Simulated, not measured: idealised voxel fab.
Documented hereafter: the process module known as voxel self aligned vias.
Displayed cross-section: cut, width of 165 nm, square cells sized 5 nm.
How to read a cross-section here: the picture is a grid of square cells, written as bands going from the top down, and any band can span one or more rows of cells. First you get the band's top height and its bottom height, in nm, and then the materials it's made of, left to right, with each width in nm. If you see a single material with "all across", that one covers the band edge to edge. "blank" is empty space. The reference from which all heights are counted is 0, the level beneath which the as-received wafer is entirely one material; the lowest band, having no lower bound, proceeds downward and is written after the example "0 down". Read "30..40" as a graded width: first number on top, second number at the bottom, same change between each pair of neighbouring rows. Step note "identical to before" = no cross-section cell changed. Empty spaces counting at least 8 cells and having no open way to the top are listed in "Voids, enclosed". The notation width x height at distance is used for each, the distance being from the left edge and all three values in nm. Step line, after settings: the simulator's comment on this step. The line of a step may include "overlay nm". On a step with a mask, this value is how far to the right of its planned place the mask lay. A negative value means the mask lay to the left.
**Process steps - plan**
| 1 | RECEIVE, material Si |
| 2 | CONFORMAL_DEP, material SiO2, thk nm 15 |
| 3 | CONFORMAL_DEP, material SiCN, thk nm 5 |
| 4 | DIRECTIONAL_DEP, material SiO2, thk nm 20 |
| 5 | MASKED_ETCH, tone open, mask id LINES, width nm 20, pitch nm 55, etch materials SiO2, depth nm 20, overlay nm 0 |
| 6 | CONFORMAL_DEP, material TiN, thk nm 5 |
| 7 | FILL_DEP, material Ru, thk nm 5 |
| 8 | CMP, height nm 40 |
| 9 | SELECTIVE_ETCH, etch materials W Ru TiN, depth nm 5 |
| 10 | FILL_DEP, material SiN, thk nm 10 |
| 11 | CMP, height nm 40 |
| 12 | DIRECTIONAL_DEP, material SiO2, thk nm 20 |
| 13 | DIRECTIONAL_DEP, material aC, thk nm 10 |
| 14 | PATTERN, tone open, mask id VIAS, material resist, width nm 30, thk nm 30, overlay nm 0 |
| 15 | DIRECTIONAL_ETCH, etch materials aC, depth nm 10 |
| 16 | STRIP, etch materials resist |
| 17 | DIRECTIONAL_ETCH, etch materials SiO2, depth nm 20 |
| 18 | DIRECTIONAL_ETCH, etch materials SiN, depth nm 5 |
| 19 | STRIP, etch materials aC |
| 20 | CONFORMAL_DEP, material TiN, thk nm 5 |
| 21 | FILL_DEP, material Cu, thk nm 5 |
| 22 | CMP, height nm 60 |
| 23 | CONFORMAL_DEP, material SiCN, thk nm 5 |
**Cross-section of the wafer upon arrival, representing the state reached after step 1**
    0 down  Si all across
    Voids, enclosed: none
**Sectioned view, first of two wafers, at the close of the module, processed as intended in the plan**
    65 to 60  SiCN all across
    60 to 45  SiO2: 40  TiN: 5  Cu: 20  TiN: 5  SiO2: 95
    45 to 40  SiO2: 40  TiN: 10  Cu: 10  TiN: 10  SiO2: 95
    40 to 35  SiO2: 45  TiN: 20  SiO2: 35  SiN: 20  SiO2: 45
    35 to 25  SiO2: 45  TiN: 5  Ru: 10  TiN: 5  SiO2: 35  TiN: 5  Ru: 10  TiN: 5  SiO2: 45
    25 to 20  SiO2: 45  TiN: 20  SiO2: 35  TiN: 20  SiO2: 45
    20 to 15  SiCN all across
    15 to 0  SiO2 all across
    0 down  Si all across
    Voids, enclosed: none
**Now the second wafer, cross-sectioned at the end of the module. Nothing different at the start, nothing different in the plan compared with the first, just one mistake when it was actually run**
    65 to 60  SiCN all across
    60 to 45  SiO2: 40  TiN: 5  Cu: 20  TiN: 5  SiO2: 95
    45 to 40  SiO2: 40  TiN: 15  Cu: 10  TiN: 5  SiO2: 95
    40 to 35  SiO2: 50  TiN: 20  SiO2: 35  SiN: 20  SiO2: 40
    35 to 25  SiO2: 50  TiN: 5  Ru: 10  TiN: 5  SiO2: 35  TiN: 5  Ru: 10  TiN: 5  SiO2: 40
    25 to 20  SiO2: 50  TiN: 20  SiO2: 35  TiN: 20  SiO2: 40
    20 to 15  SiCN all across
    15 to 0  SiO2 all across
    0 down  Si all across
    Voids, enclosed: none
So what did we get wrong on this run? the process deviated at step 5: the operation and settings actually run there were MASKED_ETCH, tone open, mask id LINES, width nm 20, pitch nm 55, etch materials SiO2, depth nm 20, overlay nm 5
At the close, every material occupies the same number of cells on the second wafer as on the first, only in different positions.
